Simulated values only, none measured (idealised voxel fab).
A process module follows: voxel wiring stack.
Pictured: cross-section cut, 280 nm wide, on a grid of 5 nm square cells.
A cross-section is written here as square cells arranged in a grid, and it is given in bands from the top down, each band taking up one or more rows of cells. In this notation a band is specified by the heights of its top and bottom, in that order and in nm, after which its materials appear from left to right, each paired with its width in nm. The word "all across" attached to a single material means that material fills the band from edge to edge; the word "empty" stands for empty space. Height reference: 0 = level under which incoming wafer is all one material. Lowest band: no bottom, runs on downward, e.g. "z 0 and below". So if you see something like "30..40" for the width, read it as the top row of the band sitting at the first number and the bottom row at the second, with every row in between moving by the same amount as the last. "nothing altered" after a step means that no cell of the cross-section changed. Unvented internal voids: empty space of 8 cells or more with no open way to the top, each as width x height at its distance from the left edge, in nm. What comes after the settings on a step's line is commentary from the simulator itself on that step. On any step carrying a mask, the "overlay nm" setting, if present on the step's line, tells how far right of its planned place the mask lay; negative values point to the left.
**Steps in the process plan**
1 op RECEIVE | material Si
2 op CONFORMAL_DEP | material SiO2 | thk nm 15
3 op CONFORMAL_DEP | material SiN | thk nm 5
4 op DIRECTIONAL_DEP | material lowk | thk nm 15
5 op DIRECTIONAL_DEP | material aC | thk nm 15
6 op PATTERN | tone open | mask id METAL_1 | material resist | width nm 25 | pitch nm 55 | thk nm 35 | overlay nm 0
7 op DIRECTIONAL_ETCH | etch materials aC | depth nm 15
8 op STRIP | etch materials resist
9 op DIRECTIONAL_ETCH | etch materials lowk | depth nm 15
10 op DIRECTIONAL_ETCH | etch materials SiN | depth nm 5
11 op STRIP | etch materials aC
12 op CONFORMAL_DEP | material TiN | thk nm 5
13 op FILL_DEP | material Cu | thk nm 10
14 op CMP | height nm 35
15 op EPI | material Ru | thk nm 5
16 op FILL_DEP | material SiCN | thk nm 5
17 op DIRECTIONAL_DEP | material SiO2 | thk nm 25
18 op MASKED_ETCH | tone open | mask id METAL_2 | width nm 25 | pitch nm 55 | etch materials SiO2 | depth nm 15 | overlay nm 0
19 op PATTERN | tone open | mask id METAL_2_HOLES | material resist | width nm 15 | thk nm 20 | overlay nm 0
20 op DIRECTIONAL_ETCH | etch materials SiO2 | depth nm 10
21 op DIRECTIONAL_ETCH | etch materials SiCN | depth nm 5
22 op STRIP | etch materials resist
23 op CONFORMAL_DEP | material TiN | thk nm 5
24 op FILL_DEP | material Cu | thk nm 5
25 op CMP | height nm 70
26 op CONFORMAL_DEP | material SiCN | thk nm 5
27 op DIRECTIONAL_DEP | material SiO2 | thk nm 30
28 op PATTERN | tone open | mask id METAL_3 | material resist | width nm 25 | pitch nm 55 | thk nm 15 | overlay nm 0
29 op DIRECTIONAL_ETCH | etch materials SiO2 | depth nm 15
30 op STRIP | etch materials resist
31 op PATTERN | tone open | mask id METAL_3_HOLES | material resist | width nm 15 | pitch nm 55 | thk nm 15 | overlay nm 0
32 op DIRECTIONAL_ETCH | etch materials SiO2 | depth nm 15
33 op DIRECTIONAL_ETCH | etch materials SiCN | depth nm 5
34 op STRIP | etch materials resist
35 op CONFORMAL_DEP | material TiN | thk nm 5
36 op FILL_DEP | material Ru | thk nm 10
37 op CMP | height nm 105
38 op CONFORMAL_DEP | material SiCN | thk nm 5
**First of two wafers, processed according to plan**
**As-received state of the wafer in cross-section, equivalent to post-step 1**
    z 0 and below: Si all across
    Unvented internal voids: none
**Cross-section: wafer state after step 2**
    z 15 to 0: SiO2 all across
    For the remainder of the cross-section, below 0, there is no change.
**Cross-section: wafer state after step 3**
    z 20 to 15: SiN all across
    For the remainder of the cross-section, below 15, there is no change.
**Cross-section: wafer state after step 4**
    z 35 to 20: lowk all across
    For the remainder of the cross-section, below 20, there is no change.
**Cross-section: wafer state after step 5**
    z 50 to 35: aC all across
    For the remainder of the cross-section, below 35, there is no change.
**Cross-section: wafer state after step 6**
    z 85 to 50: resist 100 nm | empty 25 nm | resist 30 nm | empty 25 nm | resist 100 nm
    For the remainder of the cross-section, below 50, there is no change.
**Cross-section: wafer state after step 7**
    z 70 to 50: resist 100 nm | empty 25 nm | resist 30 nm | empty 25 nm | resist 100 nm
    z 50 to 35: aC 100 nm | empty 25 nm | aC 30 nm | empty 25 nm | aC 100 nm
    For the remainder of the cross-section, below 35, there is no change.
**Cross-section: wafer state after step 8**
    z 50 to 35: aC 100 nm | empty 25 nm | aC 30 nm | empty 25 nm | aC 100 nm
    For the remainder of the cross-section, below 35, there is no change.
**Cross-section: wafer state after step 9**
    z 50 to 35: aC 100 nm | empty 25 nm | aC 30 nm | empty 25 nm | aC 100 nm
    z 35 to 20: lowk 100 nm | empty 25 nm | lowk 30 nm | empty 25 nm | lowk 100 nm
    For the remainder of the cross-section, below 20, there is no change.
**Cross-section: wafer state after step 10**
    z 50 to 35: aC 100 nm | empty 25 nm | aC 30 nm | empty 25 nm | aC 100 nm
    z 35 to 20: lowk 100 nm | empty 25 nm | lowk 30 nm | empty 25 nm | lowk 100 nm
    z 20 to 15: SiN 100 nm | empty 25 nm | SiN 30 nm | empty 25 nm | SiN 100 nm
    For the remainder of the cross-section, below 15, there is no change.
**Cross-section: wafer state after step 11**
    z 35 to 20: lowk 100 nm | empty 25 nm | lowk 30 nm | empty 25 nm | lowk 100 nm
    For the remainder of the cross-section, below 20, there is no change.
**Cross-section: wafer state after step 12**
    z 40 to 35: TiN 105 nm | empty 15 nm | TiN 40 nm | empty 15 nm | TiN 105 nm
    z 35 to 20: lowk 100 nm | TiN 5 nm | empty 15 nm | TiN 5 nm | lowk 30 nm | TiN 5 nm | empty 15 nm | TiN 5 nm | lowk 100 nm
    z 20 to 15: SiN 100 nm | TiN 25 nm | SiN 30 nm | TiN 25 nm | SiN 100 nm
    For the remainder of the cross-section, below 15, there is no change.
**Cross-section: wafer state after step 13**
    z 50 to 40: Cu all across
    z 40 to 35: TiN 105 nm | Cu 15 nm | TiN 40 nm | Cu 15 nm | TiN 105 nm
    z 35 to 20: lowk 100 nm | TiN 5 nm | Cu 15 nm | TiN 5 nm | lowk 30 nm | TiN 5 nm | Cu 15 nm | TiN 5 nm | lowk 100 nm
    For the remainder of the cross-section, below 20, there is no change.
**Cross-section: wafer state after step 14**
    z 35 to 20: lowk 100 nm | TiN 5 nm | Cu 15 nm | TiN 5 nm | lowk 30 nm | TiN 5 nm | Cu 15 nm | TiN 5 nm | lowk 100 nm
    For the remainder of the cross-section, below 20, there is no change.
**Cross-section: wafer state after step 15**
    z 40 to 35: empty 95 nm | Ru 35 nm | empty 20 nm | Ru 35 nm | empty 95 nm
    For the remainder of the cross-section, below 35, there is no change.
**Cross-section: wafer state after step 16**
    z 45 to 40: SiCN all across
    z 40 to 35: SiCN 95 nm | Ru 35 nm | SiCN 20 nm | Ru 35 nm | SiCN 95 nm
    For the remainder of the cross-section, below 35, there is no change.
**Cross-section: wafer state after step 17**
    z 70 to 45: SiO2 all across
    For the remainder of the cross-section, below 45, there is no change.
**Cross-section: wafer state after step 18**
    z 70 to 55: SiO2 100 nm | empty 25 nm | SiO2 30 nm | empty 25 nm | SiO2 100 nm
    For the remainder of the cross-section, below 55, there is no change.
**Cross-section: wafer state after step 19**
    z 90 to 70: resist 100 nm | empty 15 nm | resist 165 nm
    z 70 to 55: SiO2 100 nm | empty 15 nm | resist 10 nm | SiO2 30 nm | resist 25 nm | SiO2 100 nm
    For the remainder of the cross-section, below 55, there is no change.
**Cross-section: wafer state after step 20**
    z 90 to 70: resist 100 nm | empty 15 nm | resist 165 nm
    z 70 to 55: SiO2 100 nm | empty 15 nm | resist 10 nm | SiO2 30 nm | resist 25 nm | SiO2 100 nm
    z 55 to 45: SiO2 100 nm | empty 15 nm | SiO2 165 nm
    For the remainder of the cross-section, below 45, there is no change.
**Cross-section: wafer state after step 21**
    z 90 to 70: resist 100 nm | empty 15 nm | resist 165 nm
    z 70 to 55: SiO2 100 nm | empty 15 nm | resist 10 nm | SiO2 30 nm | resist 25 nm | SiO2 100 nm
    z 55 to 45: SiO2 100 nm | empty 15 nm | SiO2 165 nm
    z 45 to 40: SiCN 100 nm | empty 15 nm | SiCN 165 nm
    For the remainder of the cross-section, below 40, there is no change.
**Cross-section: wafer state after step 22**
    z 70 to 55: SiO2 100 nm | empty 25 nm | SiO2 30 nm | empty 25 nm | SiO2 100 nm
    For the remainder of the cross-section, below 55, there is no change.
**Cross-section: wafer state after step 23**
    z 75 to 70: TiN 105 nm | empty 15 nm | TiN 40 nm | empty 15 nm | TiN 105 nm
    z 70 to 60: SiO2 100 nm | TiN 5 nm | empty 15 nm | TiN 5 nm | SiO2 30 nm | TiN 5 nm | empty 15 nm | TiN 5 nm | SiO2 100 nm
    z 60 to 55: SiO2 100 nm | TiN 5 nm | empty 5 nm | TiN 15 nm | SiO2 30 nm | TiN 25 nm | SiO2 100 nm
    z 55 to 45: SiO2 100 nm | TiN 5 nm | empty 5 nm | TiN 5 nm | SiO2 165 nm
    z 45 to 40: SiCN 100 nm | TiN 15 nm | SiCN 165 nm
    For the remainder of the cross-section, below 40, there is no change.
**Cross-section: wafer state after step 24**
    z 80 to 75: Cu all across
    z 75 to 70: TiN 105 nm | Cu 15 nm | TiN 40 nm | Cu 15 nm | TiN 105 nm
    z 70 to 60: SiO2 100 nm | TiN 5 nm | Cu 15 nm | TiN 5 nm | SiO2 30 nm | TiN 5 nm | Cu 15 nm | TiN 5 nm | SiO2 100 nm
    z 60 to 55: SiO2 100 nm | TiN 5 nm | Cu 5 nm | TiN 15 nm | SiO2 30 nm | TiN 25 nm | SiO2 100 nm
    z 55 to 45: SiO2 100 nm | TiN 5 nm | Cu 5 nm | TiN 5 nm | SiO2 165 nm
    For the remainder of the cross-section, below 45, there is no change.
**Cross-section: wafer state after step 25**
    z 70 to 60: SiO2 100 nm | TiN 5 nm | Cu 15 nm | TiN 5 nm | SiO2 30 nm | TiN 5 nm | Cu 15 nm | TiN 5 nm | SiO2 100 nm
    For the remainder of the cross-section, below 60, there is no change.
**Cross-section: wafer state after step 26**
    z 75 to 70: SiCN all across
    For the remainder of the cross-section, below 70, there is no change.
**Cross-section: wafer state after step 27**
    z 105 to 75: SiO2 all across
    For the remainder of the cross-section, below 75, there is no change.
**Cross-section: wafer state after step 28**
    z 120 to 105: resist 100 nm | empty 25 nm | resist 30 nm | empty 25 nm | resist 100 nm
    For the remainder of the cross-section, below 105, there is no change.
**Cross-section: wafer state after step 29**
    z 120 to 105: resist 100 nm | empty 25 nm | resist 30 nm | empty 25 nm | resist 100 nm
    z 105 to 90: SiO2 100 nm | empty 25 nm | SiO2 30 nm | empty 25 nm | SiO2 100 nm
    For the remainder of the cross-section, below 90, there is no change.
**Cross-section: wafer state after step 30**
    z 105 to 90: SiO2 100 nm | empty 25 nm | SiO2 30 nm | empty 25 nm | SiO2 100 nm
    For the remainder of the cross-section, below 90, there is no change.
**Cross-section: wafer state after step 31**
    z 120 to 105: resist 100 nm | empty 15 nm | resist 40 nm | empty 15 nm | resist 110 nm
    z 105 to 90: SiO2 100 nm | empty 15 nm | resist 10 nm | SiO2 30 nm | empty 15 nm | resist 10 nm | SiO2 100 nm
    For the remainder of the cross-section, below 90, there is no change.
**Cross-section: wafer state after step 32**
    z 120 to 105: resist 100 nm | empty 15 nm | resist 40 nm | empty 15 nm | resist 110 nm
    z 105 to 90: SiO2 100 nm | empty 15 nm | resist 10 nm | SiO2 30 nm | empty 15 nm | resist 10 nm | SiO2 100 nm
    z 90 to 75: SiO2 100 nm | empty 15 nm | SiO2 40 nm | empty 15 nm | SiO2 110 nm
    For the remainder of the cross-section, below 75, there is no change.
**Cross-section: wafer state after step 33**
    z 120 to 105: resist 100 nm | empty 15 nm | resist 40 nm | empty 15 nm | resist 110 nm
    z 105 to 90: SiO2 100 nm | empty 15 nm | resist 10 nm | SiO2 30 nm | empty 15 nm | resist 10 nm | SiO2 100 nm
    z 90 to 75: SiO2 100 nm | empty 15 nm | SiO2 40 nm | empty 15 nm | SiO2 110 nm
    z 75 to 70: SiCN 100 nm | empty 15 nm | SiCN 40 nm | empty 15 nm | SiCN 110 nm
    For the remainder of the cross-section, below 70, there is no change.
**Cross-section: wafer state after step 34**
    z 105 to 90: SiO2 100 nm | empty 25 nm | SiO2 30 nm | empty 25 nm | SiO2 100 nm
    For the remainder of the cross-section, below 90, there is no change.
**Cross-section: wafer state after step 35**
    z 110 to 105: TiN 105 nm | empty 15 nm | TiN 40 nm | empty 15 nm | TiN 105 nm
    z 105 to 95: SiO2 100 nm | TiN 5 nm | empty 15 nm | TiN 5 nm | SiO2 30 nm | TiN 5 nm | empty 15 nm | TiN 5 nm | SiO2 100 nm
    z 95 to 90: SiO2 100 nm | TiN 5 nm | empty 5 nm | TiN 15 nm | SiO2 30 nm | TiN 5 nm | empty 5 nm | TiN 15 nm | SiO2 100 nm
    z 90 to 75: SiO2 100 nm | TiN 5 nm | empty 5 nm | TiN 5 nm | SiO2 40 nm | TiN 5 nm | empty 5 nm | TiN 5 nm | SiO2 110 nm
    z 75 to 70: SiCN 100 nm | TiN 15 nm | SiCN 40 nm | TiN 15 nm | SiCN 110 nm
    For the remainder of the cross-section, below 70, there is no change.
**Cross-section: wafer state after step 36**
    z 120 to 110: Ru all across
    z 110 to 105: TiN 105 nm | Ru 15 nm | TiN 40 nm | Ru 15 nm | TiN 105 nm
    z 105 to 95: SiO2 100 nm | TiN 5 nm | Ru 15 nm | TiN 5 nm | SiO2 30 nm | TiN 5 nm | Ru 15 nm | TiN 5 nm | SiO2 100 nm
    z 95 to 90: SiO2 100 nm | TiN 5 nm | Ru 5 nm | TiN 15 nm | SiO2 30 nm | TiN 5 nm | Ru 5 nm | TiN 15 nm | SiO2 100 nm
    z 90 to 75: SiO2 100 nm | TiN 5 nm | Ru 5 nm | TiN 5 nm | SiO2 40 nm | TiN 5 nm | Ru 5 nm | TiN 5 nm | SiO2 110 nm
    For the remainder of the cross-section, below 75, there is no change.
**Cross-section: wafer state after step 37**
    z 105 to 95: SiO2 100 nm | TiN 5 nm | Ru 15 nm | TiN 5 nm | SiO2 30 nm | TiN 5 nm | Ru 15 nm | TiN 5 nm | SiO2 100 nm
    For the remainder of the cross-section, below 95, there is no change.
**Cross-section: wafer state after step 38**
    z 110 to 105: SiCN all across
    For the remainder of the cross-section, below 105, there is no change.
**Companion wafer, the second of two: same beginning, same intended sequence, one mistake in carrying it out; through step 18 inclusive it tracks the first exactly**
The second wafer in cross-section, at the planned close of step 19: nothing altered
**The second wafer in cross-section, at the planned close of step 20**
    z 60 to 45: SiO2 100 nm | empty 25 nm | SiO2 30 nm | empty 25 nm | SiO2 100 nm
    For the remainder of the cross-section, below 45, there is no change.
**The second wafer in cross-section, at the planned close of step 21**
    z 60 to 45: SiO2 100 nm | empty 25 nm | SiO2 30 nm | empty 25 nm | SiO2 100 nm
    z 45 to 40: SiCN 100 nm | empty 25 nm | SiCN 30 nm | empty 25 nm | SiCN 100 nm
    For the remainder of the cross-section, below 40, there is no change.
The second wafer in cross-section, at the planned close of step 22: nothing altered
**The second wafer in cross-section, at the planned close of step 23**
    z 65 to 60: TiN 105 nm | empty 15 nm | TiN 40 nm | empty 15 nm | TiN 105 nm
    z 60 to 45: SiO2 100 nm | TiN 5 nm | empty 15 nm | TiN 5 nm | SiO2 30 nm | TiN 5 nm | empty 15 nm | TiN 5 nm | SiO2 100 nm
    z 45 to 40: SiCN 100 nm | TiN 25 nm | SiCN 30 nm | TiN 25 nm | SiCN 100 nm
    For the remainder of the cross-section, below 40, there is no change.
**The second wafer in cross-section, at the planned close of step 24**
    z 70 to 65: Cu all across
    z 65 to 60: TiN 105 nm | Cu 15 nm | TiN 40 nm | Cu 15 nm | TiN 105 nm
    z 60 to 45: SiO2 100 nm | TiN 5 nm | Cu 15 nm | TiN 5 nm | SiO2 30 nm | TiN 5 nm | Cu 15 nm | TiN 5 nm | SiO2 100 nm
    For the remainder of the cross-section, below 45, there is no change.
The second wafer in cross-section, at the planned close of step 25: nothing altered
**The second wafer in cross-section, at the planned close of step 26**
    z 75 to 70: SiCN all across
    For the remainder of the cross-section, below 70, there is no change.
**The second wafer in cross-section, at the planned close of step 27**
    z 105 to 75: SiO2 all across
    For the remainder of the cross-section, below 75, there is no change.
**The second wafer in cross-section, at the planned close of step 28**
    z 120 to 105: resist 100 nm | empty 25 nm | resist 30 nm | empty 25 nm | resist 100 nm
    For the remainder of the cross-section, below 105, there is no change.
**The second wafer in cross-section, at the planned close of step 29**
    z 120 to 105: resist 100 nm | empty 25 nm | resist 30 nm | empty 25 nm | resist 100 nm
    z 105 to 90: SiO2 100 nm | empty 25 nm | SiO2 30 nm | empty 25 nm | SiO2 100 nm
    For the remainder of the cross-section, below 90, there is no change.
**The second wafer in cross-section, at the planned close of step 30**
    z 105 to 90: SiO2 100 nm | empty 25 nm | SiO2 30 nm | empty 25 nm | SiO2 100 nm
    For the remainder of the cross-section, below 90, there is no change.
**The second wafer in cross-section, at the planned close of step 31**
    z 120 to 105: resist 100 nm | empty 15 nm | resist 40 nm | empty 15 nm | resist 110 nm
    z 105 to 90: SiO2 100 nm | empty 15 nm | resist 10 nm | SiO2 30 nm | empty 15 nm | resist 10 nm | SiO2 100 nm
    For the remainder of the cross-section, below 90, there is no change.
**The second wafer in cross-section, at the planned close of step 32**
    z 120 to 105: resist 100 nm | empty 15 nm | resist 40 nm | empty 15 nm | resist 110 nm
    z 105 to 90: SiO2 100 nm | empty 15 nm | resist 10 nm | SiO2 30 nm | empty 15 nm | resist 10 nm | SiO2 100 nm
    z 90 to 75: SiO2 100 nm | empty 15 nm | SiO2 40 nm | empty 15 nm | SiO2 110 nm
    For the remainder of the cross-section, below 75, there is no change.
**The second wafer in cross-section, at the planned close of step 33**
    z 120 to 105: resist 100 nm | empty 15 nm | resist 40 nm | empty 15 nm | resist 110 nm
    z 105 to 90: SiO2 100 nm | empty 15 nm | resist 10 nm | SiO2 30 nm | empty 15 nm | resist 10 nm | SiO2 100 nm
    z 90 to 75: SiO2 100 nm | empty 15 nm | SiO2 40 nm | empty 15 nm | SiO2 110 nm
    z 75 to 70: SiCN 100 nm | empty 15 nm | SiCN 40 nm | empty 15 nm | SiCN 110 nm
    For the remainder of the cross-section, below 70, there is no change.
**The second wafer in cross-section, at the planned close of step 34**
    z 105 to 90: SiO2 100 nm | empty 25 nm | SiO2 30 nm | empty 25 nm | SiO2 100 nm
    For the remainder of the cross-section, below 90, there is no change.
**The second wafer in cross-section, at the planned close of step 35**
    z 110 to 105: TiN 105 nm | empty 15 nm | TiN 40 nm | empty 15 nm | TiN 105 nm
    z 105 to 95: SiO2 100 nm | TiN 5 nm | empty 15 nm | TiN 5 nm | SiO2 30 nm | TiN 5 nm | empty 15 nm | TiN 5 nm | SiO2 100 nm
    z 95 to 90: SiO2 100 nm | TiN 5 nm | empty 5 nm | TiN 15 nm | SiO2 30 nm | TiN 5 nm | empty 5 nm | TiN 15 nm | SiO2 100 nm
    z 90 to 75: SiO2 100 nm | TiN 5 nm | empty 5 nm | TiN 5 nm | SiO2 40 nm | TiN 5 nm | empty 5 nm | TiN 5 nm | SiO2 110 nm
    z 75 to 70: SiCN 100 nm | TiN 15 nm | SiCN 40 nm | TiN 15 nm | SiCN 110 nm
    For the remainder of the cross-section, below 70, there is no change.
**The second wafer in cross-section, at the planned close of step 36**
    z 120 to 110: Ru all across
    z 110 to 105: TiN 105 nm | Ru 15 nm | TiN 40 nm | Ru 15 nm | TiN 105 nm
    z 105 to 95: SiO2 100 nm | TiN 5 nm | Ru 15 nm | TiN 5 nm | SiO2 30 nm | TiN 5 nm | Ru 15 nm | TiN 5 nm | SiO2 100 nm
    z 95 to 90: SiO2 100 nm | TiN 5 nm | Ru 5 nm | TiN 15 nm | SiO2 30 nm | TiN 5 nm | Ru 5 nm | TiN 15 nm | SiO2 100 nm
    z 90 to 75: SiO2 100 nm | TiN 5 nm | Ru 5 nm | TiN 5 nm | SiO2 40 nm | TiN 5 nm | Ru 5 nm | TiN 5 nm | SiO2 110 nm
    For the remainder of the cross-section, below 75, there is no change.
**The second wafer in cross-section, at the planned close of step 37**
    z 105 to 95: SiO2 100 nm | TiN 5 nm | Ru 15 nm | TiN 5 nm | SiO2 30 nm | TiN 5 nm | Ru 15 nm | TiN 5 nm | SiO2 100 nm
    For the remainder of the cross-section, below 95, there is no change.
**The second wafer in cross-section, at the planned close of step 38**
    z 110 to 105: SiCN all across
    For the remainder of the cross-section, below 105, there is no change.
What went wrong in running the wafer? step 19 in the plan did not get run; it was skipped
Looking at both finished wafers in cells, the second ends up ahead of or behind the first on some materials: Cu: 65 more, SiCN: 7 fewer, SiO2: 106 fewer, TiN: 48 more
